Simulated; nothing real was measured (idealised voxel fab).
process module | voxel wiring stack
cross-section cut | 225 nm wide | cells 5 nm
A cross-section is a grid of square cells, given in bands from the top down. A band is one or more rows of cells.
Each band's line starts with the height of the band's top and of its bottom, in nm. Then come its materials from left to right, each with its width in nm. One material with "throughout" fills the band from edge to edge. "air" is empty space.
Height 0 is the level under which the wafer as received is all one material. The lowest band goes on downwards, as in "0 down".
A width such as "30 to 40" changes by the same amount from each row of cells to the next, from the band's top row to its bottom row.
"no change" after a step means that no cell of the cross-section changed.
closed voids: empty space of 8 cells or more with no open way to the top, each as width x height at its distance from the left edge, in nm
after a step's settings: what the simulator itself notes on the step
overlay nm, on a step with a mask: how far to the right of its planned place the mask lay; to the left if negative
plan
1 op RECEIVE | material Si
2 op CONFORMAL_DEP | material SiO2 | thk nm 10
3 op CONFORMAL_DEP | material SiN | thk nm 5
4 op DIRECTIONAL_DEP | material lowk | thk nm 15
5 op MASKED_ETCH | tone open | mask id METAL_1 | width nm 20 | pitch nm 35 | etch materials lowk | depth nm 15 | overlay nm 0
6 op MASKED_ETCH | tone open | mask id METAL_1 | width nm 20 | pitch nm 35 | etch materials SiN | depth nm 5 | overlay nm 0
7 op CONFORMAL_DEP | material TiN | thk nm 5
8 op FILL_DEP | material Ru | thk nm 5
9 op CMP | height nm 30
10 op CONFORMAL_DEP | material SiCN | thk nm 5
11 op DIRECTIONAL_DEP | material SiO2 | thk nm 20
12 op MASKED_ETCH | tone open | mask id PLUG_1 | width nm 15 | pitch nm 35 | etch materials SiO2 | depth nm 20 | overlay nm 0
13 op MASKED_ETCH | tone open | mask id PLUG_1 | width nm 15 | pitch nm 35 | etch materials SiCN | depth nm 5 | overlay nm 0
14 op CONFORMAL_DEP | material TiN | thk nm 5
15 op FILL_DEP | material Ru | thk nm 10
16 op CMP | height nm 55
17 op CONFORMAL_DEP | material SiCN | thk nm 5
18 op DIRECTIONAL_DEP | material lowk | thk nm 20
19 op PATTERN | tone open | mask id METAL_2 | material resist | width nm 20 | pitch nm 35 | thk nm 20 | overlay nm 0
20 op DIRECTIONAL_ETCH | etch materials lowk | depth nm 20
21 op DIRECTIONAL_ETCH | etch materials SiCN | depth nm 5
22 op STRIP | etch materials resist
23 op CONFORMAL_DEP | material TiN | thk nm 5
24 op FILL_DEP | material W | thk nm 5
25 op CMP | height nm 80
26 op CONFORMAL_DEP | material SiCN | thk nm 5
27 op DIRECTIONAL_DEP | material SiO2 | thk nm 15
28 op PATTERN | tone open | mask id PLUG_2 | material resist | width nm 15 | pitch nm 35 | thk nm 20 | overlay nm 0
29 op DIRECTIONAL_ETCH | etch materials SiO2 | depth nm 15
30 op DIRECTIONAL_ETCH | etch materials SiCN | depth nm 5
31 op STRIP | etch materials resist
32 op EPI | material Ru | thk nm 10
33 op EPI | material Ru | thk nm 10
34 op DIRECTIONAL_DEP | material TiN | thk nm 5
35 op DIRECTIONAL_DEP | material Ru | thk nm 25
36 op MASKED_ETCH | tone cover | mask id METAL_3 | width nm 20 | pitch nm 35 | etch materials Ru | depth nm 25 | overlay nm 0
37 op MASKED_ETCH | tone cover | mask id METAL_3 | width nm 20 | pitch nm 35 | etch materials TiN | depth nm 5 | overlay nm 0
38 op CONFORMAL_DEP | material SiCN | thk nm 5
39 op FILL_DEP | material lowk | thk nm 5
40 op CMP | height nm 130
41 op CONFORMAL_DEP | material SiCN | thk nm 5
first wafer, as planned
as received, after step 1
  0 down: Si throughout
  closed voids: none
after step 2
  10 to 0: SiO2 throughout
  below 0: unchanged
after step 3
  15 to 10: SiN throughout
  below 10: unchanged
after step 4
  30 to 15: lowk throughout
  below 15: unchanged
after step 5
  30 to 15: lowk 65 | air 20 | lowk 15 | air 20 | lowk 15 | air 20 | lowk 70
  below 15: unchanged
after step 6
  30 to 15: lowk 65 | air 20 | lowk 15 | air 20 | lowk 15 | air 20 | lowk 70
  15 to 10: SiN 65 | air 20 | SiN 15 | air 20 | SiN 15 | air 20 | SiN 70
  below 10: unchanged
after step 7
  35 to 30: TiN 70 | air 10 | TiN 25 | air 10 | TiN 25 | air 10 | TiN 75
  30 to 15: lowk 65 | TiN 5 | air 10 | TiN 5 | lowk 15 | TiN 5 | air 10 | TiN 5 | lowk 15 | TiN 5 | air 10 | TiN 5 | lowk 70
  15 to 10: SiN 65 | TiN 20 | SiN 15 | TiN 20 | SiN 15 | TiN 20 | SiN 70
  below 10: unchanged
after step 8
  40 to 35: Ru throughout
  35 to 30: TiN 70 | Ru 10 | TiN 25 | Ru 10 | TiN 25 | Ru 10 | TiN 75
  30 to 15: lowk 65 | TiN 5 | Ru 10 | TiN 5 | lowk 15 | TiN 5 | Ru 10 | TiN 5 | lowk 15 | TiN 5 | Ru 10 | TiN 5 | lowk 70
  below 15: unchanged
after step 9
  30 to 15: lowk 65 | TiN 5 | Ru 10 | TiN 5 | lowk 15 | TiN 5 | Ru 10 | TiN 5 | lowk 15 | TiN 5 | Ru 10 | TiN 5 | lowk 70
  below 15: unchanged
after step 10
  35 to 30: SiCN throughout
  below 30: unchanged
after step 11
  55 to 35: SiO2 throughout
  below 35: unchanged
after step 12
  55 to 35: SiO2 65 | air 15 | SiO2 20 | air 15 | SiO2 20 | air 15 | SiO2 75
  below 35: unchanged
after step 13
  55 to 35: SiO2 65 | air 15 | SiO2 20 | air 15 | SiO2 20 | air 15 | SiO2 75
  35 to 30: SiCN 65 | air 15 | SiCN 20 | air 15 | SiCN 20 | air 15 | SiCN 75
  below 30: unchanged
after step 14
  60 to 55: TiN 70 | air 5 | TiN 30 | air 5 | TiN 30 | air 5 | TiN 80
  55 to 35: SiO2 65 | TiN 5 | air 5 | TiN 5 | SiO2 20 | TiN 5 | air 5 | TiN 5 | SiO2 20 | TiN 5 | air 5 | TiN 5 | SiO2 75
  35 to 30: SiCN 65 | TiN 15 | SiCN 20 | TiN 15 | SiCN 20 | TiN 15 | SiCN 75
  below 30: unchanged
after step 15
  70 to 60: Ru throughout
  60 to 55: TiN 70 | Ru 5 | TiN 30 | Ru 5 | TiN 30 | Ru 5 | TiN 80
  55 to 35: SiO2 65 | TiN 5 | Ru 5 | TiN 5 | SiO2 20 | TiN 5 | Ru 5 | TiN 5 | SiO2 20 | TiN 5 | Ru 5 | TiN 5 | SiO2 75
  below 35: unchanged
after step 16
  55 to 35: SiO2 65 | TiN 5 | Ru 5 | TiN 5 | SiO2 20 | TiN 5 | Ru 5 | TiN 5 | SiO2 20 | TiN 5 | Ru 5 | TiN 5 | SiO2 75
  below 35: unchanged
after step 17
  60 to 55: SiCN throughout
  below 55: unchanged
after step 18
  80 to 60: lowk throughout
  below 60: unchanged
after step 19
  100 to 80: resist 65 | air 20 | resist 15 | air 20 | resist 15 | air 20 | resist 70
  below 80: unchanged
after step 20
  100 to 80: resist 65 | air 20 | resist 15 | air 20 | resist 15 | air 20 | resist 70
  80 to 60: lowk 65 | air 20 | lowk 15 | air 20 | lowk 15 | air 20 | lowk 70
  below 60: unchanged
after step 21
  100 to 80: resist 65 | air 20 | resist 15 | air 20 | resist 15 | air 20 | resist 70
  80 to 60: lowk 65 | air 20 | lowk 15 | air 20 | lowk 15 | air 20 | lowk 70
  60 to 55: SiCN 65 | air 20 | SiCN 15 | air 20 | SiCN 15 | air 20 | SiCN 70
  below 55: unchanged
after step 22
  80 to 60: lowk 65 | air 20 | lowk 15 | air 20 | lowk 15 | air 20 | lowk 70
  below 60: unchanged
after step 23
  85 to 80: TiN 70 | air 10 | TiN 25 | air 10 | TiN 25 | air 10 | TiN 75
  80 to 60: lowk 65 | TiN 5 | air 10 | TiN 5 | lowk 15 | TiN 5 | air 10 | TiN 5 | lowk 15 | TiN 5 | air 10 | TiN 5 | lowk 70
  60 to 55: SiCN 65 | TiN 20 | SiCN 15 | TiN 20 | SiCN 15 | TiN 20 | SiCN 70
  below 55: unchanged
after step 24
  90 to 85: W throughout
  85 to 80: TiN 70 | W 10 | TiN 25 | W 10 | TiN 25 | W 10 | TiN 75
  80 to 60: lowk 65 | TiN 5 | W 10 | TiN 5 | lowk 15 | TiN 5 | W 10 | TiN 5 | lowk 15 | TiN 5 | W 10 | TiN 5 | lowk 70
  below 60: unchanged
after step 25
  80 to 60: lowk 65 | TiN 5 | W 10 | TiN 5 | lowk 15 | TiN 5 | W 10 | TiN 5 | lowk 15 | TiN 5 | W 10 | TiN 5 | lowk 70
  below 60: unchanged
after step 26
  85 to 80: SiCN throughout
  below 80: unchanged
after step 27
  100 to 85: SiO2 throughout
  below 85: unchanged
after step 28
  120 to 100: resist 65 | air 15 | resist 20 | air 15 | resist 20 | air 15 | resist 75
  below 100: unchanged
after step 29
  120 to 100: resist 65 | air 15 | resist 20 | air 15 | resist 20 | air 15 | resist 75
  100 to 85: SiO2 65 | air 15 | SiO2 20 | air 15 | SiO2 20 | air 15 | SiO2 75
  below 85: unchanged
after step 30
  120 to 100: resist 65 | air 15 | resist 20 | air 15 | resist 20 | air 15 | resist 75
  100 to 85: SiO2 65 | air 15 | SiO2 20 | air 15 | SiO2 20 | air 15 | SiO2 75
  85 to 80: SiCN 65 | air 15 | SiCN 20 | air 15 | SiCN 20 | air 15 | SiCN 75
  below 80: unchanged
after step 31
  100 to 85: SiO2 65 | air 15 | SiO2 20 | air 15 | SiO2 20 | air 15 | SiO2 75
  below 85: unchanged
after step 32
  100 to 90: SiO2 65 | air 15 | SiO2 20 | air 15 | SiO2 20 | air 15 | SiO2 75
  90 to 85: SiO2 65 | Ru 15 | SiO2 20 | Ru 15 | SiO2 20 | Ru 15 | SiO2 75
  85 to 80: SiCN 65 | Ru 15 | SiCN 20 | Ru 15 | SiCN 20 | Ru 15 | SiCN 75
  below 80: unchanged
after step 33
  100 to 85: SiO2 65 | Ru 15 | SiO2 20 | Ru 15 | SiO2 20 | Ru 15 | SiO2 75
  below 85: unchanged
after step 34
  105 to 100: TiN throughout
  below 100: unchanged
after step 35
  130 to 105: Ru throughout
  below 105: unchanged
after step 36
  130 to 105: air 65 | Ru 20 | air 15 | Ru 20 | air 15 | Ru 20 | air 70
  below 105: unchanged
after step 37
  130 to 105: air 65 | Ru 20 | air 15 | Ru 20 | air 15 | Ru 20 | air 70
  105 to 100: air 65 | TiN 20 | air 15 | TiN 20 | air 15 | TiN 20 | air 70
  below 100: unchanged
after step 38
  135 to 130: air 60 | SiCN 30 | air 5 | SiCN 30 | air 5 | SiCN 30 | air 65
  130 to 105: air 60 | SiCN 5 | Ru 20 | SiCN 5 | air 5 | SiCN 5 | Ru 20 | SiCN 5 | air 5 | SiCN 5 | Ru 20 | SiCN 5 | air 65
  105 to 100: SiCN 65 | TiN 20 | SiCN 15 | TiN 20 | SiCN 15 | TiN 20 | SiCN 70
  below 100: unchanged
after step 39
  140 to 135: lowk throughout
  135 to 130: lowk 60 | SiCN 30 | lowk 5 | SiCN 30 | lowk 5 | SiCN 30 | lowk 65
  130 to 105: lowk 60 | SiCN 5 | Ru 20 | SiCN 5 | lowk 5 | SiCN 5 | Ru 20 | SiCN 5 | lowk 5 | SiCN 5 | Ru 20 | SiCN 5 | lowk 65
  below 105: unchanged
after step 40
  130 to 105: lowk 60 | SiCN 5 | Ru 20 | SiCN 5 | lowk 5 | SiCN 5 | Ru 20 | SiCN 5 | lowk 5 | SiCN 5 | Ru 20 | SiCN 5 | lowk 65
  below 105: unchanged
after step 41
  135 to 130: SiCN throughout
  below 130: unchanged
second wafer: like start, like plan, one mistake. Through step 15 it matches the first wafer
when step 16 should have ended
  50 to 35: SiO2 65 | TiN 5 | Ru 5 | TiN 5 | SiO2 20 | TiN 5 | Ru 5 | TiN 5 | SiO2 20 | TiN 5 | Ru 5 | TiN 5 | SiO2 75
  below 35: unchanged
when step 17 should have ended
  55 to 50: SiCN throughout
  below 50: unchanged
when step 18 should have ended
  75 to 55: lowk throughout
  below 55: unchanged
when step 19 should have ended
  95 to 75: resist 65 | air 20 | resist 15 | air 20 | resist 15 | air 20 | resist 70
  below 75: unchanged
when step 20 should have ended
  95 to 75: resist 65 | air 20 | resist 15 | air 20 | resist 15 | air 20 | resist 70
  75 to 55: lowk 65 | air 20 | lowk 15 | air 20 | lowk 15 | air 20 | lowk 70
  below 55: unchanged
when step 21 should have ended
  95 to 75: resist 65 | air 20 | resist 15 | air 20 | resist 15 | air 20 | resist 70
  75 to 55: lowk 65 | air 20 | lowk 15 | air 20 | lowk 15 | air 20 | lowk 70
  55 to 50: SiCN 65 | air 20 | SiCN 15 | air 20 | SiCN 15 | air 20 | SiCN 70
  below 50: unchanged
when step 22 should have ended
  75 to 55: lowk 65 | air 20 | lowk 15 | air 20 | lowk 15 | air 20 | lowk 70
  below 55: unchanged
when step 23 should have ended
  80 to 75: TiN 70 | air 10 | TiN 25 | air 10 | TiN 25 | air 10 | TiN 75
  75 to 55: lowk 65 | TiN 5 | air 10 | TiN 5 | lowk 15 | TiN 5 | air 10 | TiN 5 | lowk 15 | TiN 5 | air 10 | TiN 5 | lowk 70
  55 to 50: SiCN 65 | TiN 20 | SiCN 15 | TiN 20 | SiCN 15 | TiN 20 | SiCN 70
  below 50: unchanged
when step 24 should have ended
  85 to 80: W throughout
  80 to 75: TiN 70 | W 10 | TiN 25 | W 10 | TiN 25 | W 10 | TiN 75
  75 to 55: lowk 65 | TiN 5 | W 10 | TiN 5 | lowk 15 | TiN 5 | W 10 | TiN 5 | lowk 15 | TiN 5 | W 10 | TiN 5 | lowk 70
  below 55: unchanged
when step 25 should have ended
  80 to 75: TiN 70 | W 10 | TiN 25 | W 10 | TiN 25 | W 10 | TiN 75
  below 75: unchanged
when step 26 should have ended
  85 to 80: SiCN throughout
  below 80: unchanged
when step 27 should have ended
  100 to 85: SiO2 throughout
  below 85: unchanged
when step 28 should have ended
  120 to 100: resist 65 | air 15 | resist 20 | air 15 | resist 20 | air 15 | resist 75
  below 100: unchanged
when step 29 should have ended
  120 to 100: resist 65 | air 15 | resist 20 | air 15 | resist 20 | air 15 | resist 75
  100 to 85: SiO2 65 | air 15 | SiO2 20 | air 15 | SiO2 20 | air 15 | SiO2 75
  below 85: unchanged
when step 30 should have ended
  120 to 100: resist 65 | air 15 | resist 20 | air 15 | resist 20 | air 15 | resist 75
  100 to 85: SiO2 65 | air 15 | SiO2 20 | air 15 | SiO2 20 | air 15 | SiO2 75
  85 to 80: SiCN 65 | air 15 | SiCN 20 | air 15 | SiCN 20 | air 15 | SiCN 75
  below 80: unchanged
when step 31 should have ended
  100 to 85: SiO2 65 | air 15 | SiO2 20 | air 15 | SiO2 20 | air 15 | SiO2 75
  below 85: unchanged
when step 32 should have ended
  100 to 90: SiO2 65 | air 15 | SiO2 20 | air 15 | SiO2 20 | air 15 | SiO2 75
  90 to 85: SiO2 65 | Ru 15 | SiO2 20 | Ru 15 | SiO2 20 | Ru 15 | SiO2 75
  85 to 80: SiCN 65 | Ru 15 | SiCN 20 | Ru 15 | SiCN 20 | Ru 15 | SiCN 75
  below 80: unchanged
when step 33 should have ended
  100 to 85: SiO2 65 | Ru 15 | SiO2 20 | Ru 15 | SiO2 20 | Ru 15 | SiO2 75
  below 85: unchanged
when step 34 should have ended
  105 to 100: TiN throughout
  below 100: unchanged
when step 35 should have ended
  130 to 105: Ru throughout
  below 105: unchanged
when step 36 should have ended
  130 to 105: air 65 | Ru 20 | air 15 | Ru 20 | air 15 | Ru 20 | air 70
  below 105: unchanged
when step 37 should have ended
  130 to 105: air 65 | Ru 20 | air 15 | Ru 20 | air 15 | Ru 20 | air 70
  105 to 100: air 65 | TiN 20 | air 15 | TiN 20 | air 15 | TiN 20 | air 70
  below 100: unchanged
when step 38 should have ended
  135 to 130: air 60 | SiCN 30 | air 5 | SiCN 30 | air 5 | SiCN 30 | air 65
  130 to 105: air 60 | SiCN 5 | Ru 20 | SiCN 5 | air 5 | SiCN 5 | Ru 20 | SiCN 5 | air 5 | SiCN 5 | Ru 20 | SiCN 5 | air 65
  105 to 100: SiCN 65 | TiN 20 | SiCN 15 | TiN 20 | SiCN 15 | TiN 20 | SiCN 70
  below 100: unchanged
when step 39 should have ended
  140 to 135: lowk throughout
  135 to 130: lowk 60 | SiCN 30 | lowk 5 | SiCN 30 | lowk 5 | SiCN 30 | lowk 65
  130 to 105: lowk 60 | SiCN 5 | Ru 20 | SiCN 5 | lowk 5 | SiCN 5 | Ru 20 | SiCN 5 | lowk 5 | SiCN 5 | Ru 20 | SiCN 5 | lowk 65
  below 105: unchanged
when step 40 should have ended
  130 to 105: lowk 60 | SiCN 5 | Ru 20 | SiCN 5 | lowk 5 | SiCN 5 | Ru 20 | SiCN 5 | lowk 5 | SiCN 5 | Ru 20 | SiCN 5 | lowk 65
  below 105: unchanged
when step 41 should have ended
  135 to 130: SiCN throughout
  below 130: unchanged
what went wrong: step 16 ran as: op CMP | height nm 50
at the end the second wafer has, in cells: 3 fewer of Ru | 36 fewer of SiO2 | 33 more of TiN | 6 more of W
